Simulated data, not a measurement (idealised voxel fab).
The following process module bears the name voxel wiring stack.
Cross-section cut spans 240 nm and uses square cells 5 nm in size.
Cross-section format: a grid of square cells, given as bands from top to bottom; each band is one or more rows of cells. The entry gives the band's vertical extent as a top height and a bottom height in nm, then its horizontal make-up as materials from left to right, each with a width in nm. "empty" stands for empty space; a single material marked "edge to edge" fills the band edge to edge. A quick word on heights: they are counted from 0, and under that level the wafer as it came to us is one material throughout. The lowest band is different from the rest in having no bottom; it simply continues downward, written as in "0 and below". Think of "30..40" as a width that walks from the first number to the second as you go down the band, top row to bottom row, taking equal-sized steps from row to row. It should be understood that the words "remains unaltered", when stated for a given step, signify that the cross-section underwent no change in any of its cells during that step. "Closed void register" specifies each empty space that is not open to the top and that occupies no fewer than 8 cells, using the form width x height at distance, the distance measured from the left edge and all three quantities in nm. It should be noted that, on the line of a given step, the content following the step's settings is a remark produced by the simulator itself with respect to that step. overlay nm, on a step with a mask: how far to the right of its planned place the mask lay; to the left if negative.
# Process steps (planned)
1: RECEIVE,material Si
2: CONFORMAL_DEP,material SiO2,thk nm 10
3: CONFORMAL_DEP,material SiN,thk nm 5
4: DIRECTIONAL_DEP,material lowk,thk nm 15
5: DIRECTIONAL_DEP,material aC,thk nm 15
6: PATTERN,tone open,mask id METAL_1,material resist,width nm 30,pitch nm 45,thk nm 35,overlay nm 0
7: DIRECTIONAL_ETCH,etch materials aC,depth nm 15
8: STRIP,etch materials resist
9: DIRECTIONAL_ETCH,etch materials lowk,depth nm 15
10: DIRECTIONAL_ETCH,etch materials SiN,depth nm 5
11: STRIP,etch materials aC
12: CONFORMAL_DEP,material TiN,thk nm 5
13: FILL_DEP,material W,thk nm 10
14: CMP,height nm 30
15: EPI,material Ru,thk nm 5
16: FILL_DEP,material SiCN,thk nm 5
17: DIRECTIONAL_DEP,material SiO2,thk nm 10
18: DIRECTIONAL_DEP,material aC,thk nm 15
19: PATTERN,tone open,mask id PLUG_1,material resist,width nm 15,pitch nm 45,thk nm 30,overlay nm 0
20: DIRECTIONAL_ETCH,etch materials aC,depth nm 15
21: STRIP,etch materials resist
22: DIRECTIONAL_ETCH,etch materials SiO2,depth nm 10
23: DIRECTIONAL_ETCH,etch materials SiCN,depth nm 5
24: STRIP,etch materials aC
25: EPI,material Ru,thk nm 10
26: EPI,material Ru,thk nm 5
27: CONFORMAL_DEP,material SiN,thk nm 5
28: DIRECTIONAL_DEP,material lowk,thk nm 25
29: DIRECTIONAL_DEP,material aC,thk nm 10
30: PATTERN,tone open,mask id METAL_2,material resist,width nm 30,pitch nm 45,thk nm 25,overlay nm 0
31: DIRECTIONAL_ETCH,etch materials aC,depth nm 10
32: STRIP,etch materials resist
33: DIRECTIONAL_ETCH,etch materials lowk,depth nm 25
34: DIRECTIONAL_ETCH,etch materials SiN,depth nm 5
35: STRIP,etch materials aC
36: CONFORMAL_DEP,material TiN,thk nm 5
37: FILL_DEP,material W,thk nm 10
38: CMP,height nm 80
39: CONFORMAL_DEP,material SiCN,thk nm 5
# Wafer cross-section on receipt, i.e. after step 1
> 0 and below | Si edge to edge
> Closed void register: none
# First wafer of two, sectioned at end of module; run went per plan
> 85 down to 80 | SiCN edge to edge
> 80 down to 55 | lowk (80) / TiN (5) / W (20) / TiN (5) / lowk (15) / TiN (5) / W (20) / TiN (5) / lowk (85)
> 55 down to 50 | SiN (80) / TiN (30) / SiN (15) / TiN (30) / SiN (85)
> 50 down to 40 | SiO2 (80) / Ru (15) / SiO2 (30) / Ru (15) / SiO2 (100)
> 40 down to 30 | SiCN (80..75) / Ru (15..40) / SiCN (30..5) / Ru (15..40) / SiCN (100..80)
> 30 down to 15 | lowk (80) / TiN (5) / W (20) / TiN (5) / lowk (15) / TiN (5) / W (20) / TiN (5) / lowk (85)
> 15 down to 10 | SiN (80) / TiN (30) / SiN (15) / TiN (30) / SiN (85)
> 10 down to 0 | SiO2 edge to edge
> 0 and below | Si edge to edge
> Closed void register: none
# Module end: cross-section of wafer two of two. Same start and process plan as the first wafer. One mistake during execution
> 85 down to 80 | SiCN edge to edge
> 80 down to 55 | lowk (80) / TiN (5) / W (20) / TiN (5) / lowk (15) / TiN (5) / W (20) / TiN (5) / lowk (85)
> 55 down to 50 | SiN (80) / TiN (30) / SiN (15) / TiN (30) / SiN (85)
> 50 down to 40 | SiO2 (80) / Ru (15) / SiO2 (30) / Ru (15) / SiO2 (100)
> 40 down to 35 | SiCN (80) / Ru (15) / SiCN (30) / Ru (15) / SiCN (100)
> 35 down to 30 | Ru edge to edge
> 30 down to 15 | TiN edge to edge
> 15 down to 10 | SiN edge to edge
> 10 down to 0 | SiO2 edge to edge
> 0 and below | Si edge to edge
> Closed void register: none
Against the plan, the run slipped here: step 4 off recipe, ran as DIRECTIONAL_DEP,material TiN,thk nm 15
Upon completion, the second wafer contains, in terms of cells, a greater or smaller amount of certain materials than the first wafer: 32 more of Ru; 32 fewer of SiCN; 12 more of SiN; 120 more of TiN; 24 fewer of W; 108 fewer of lowk
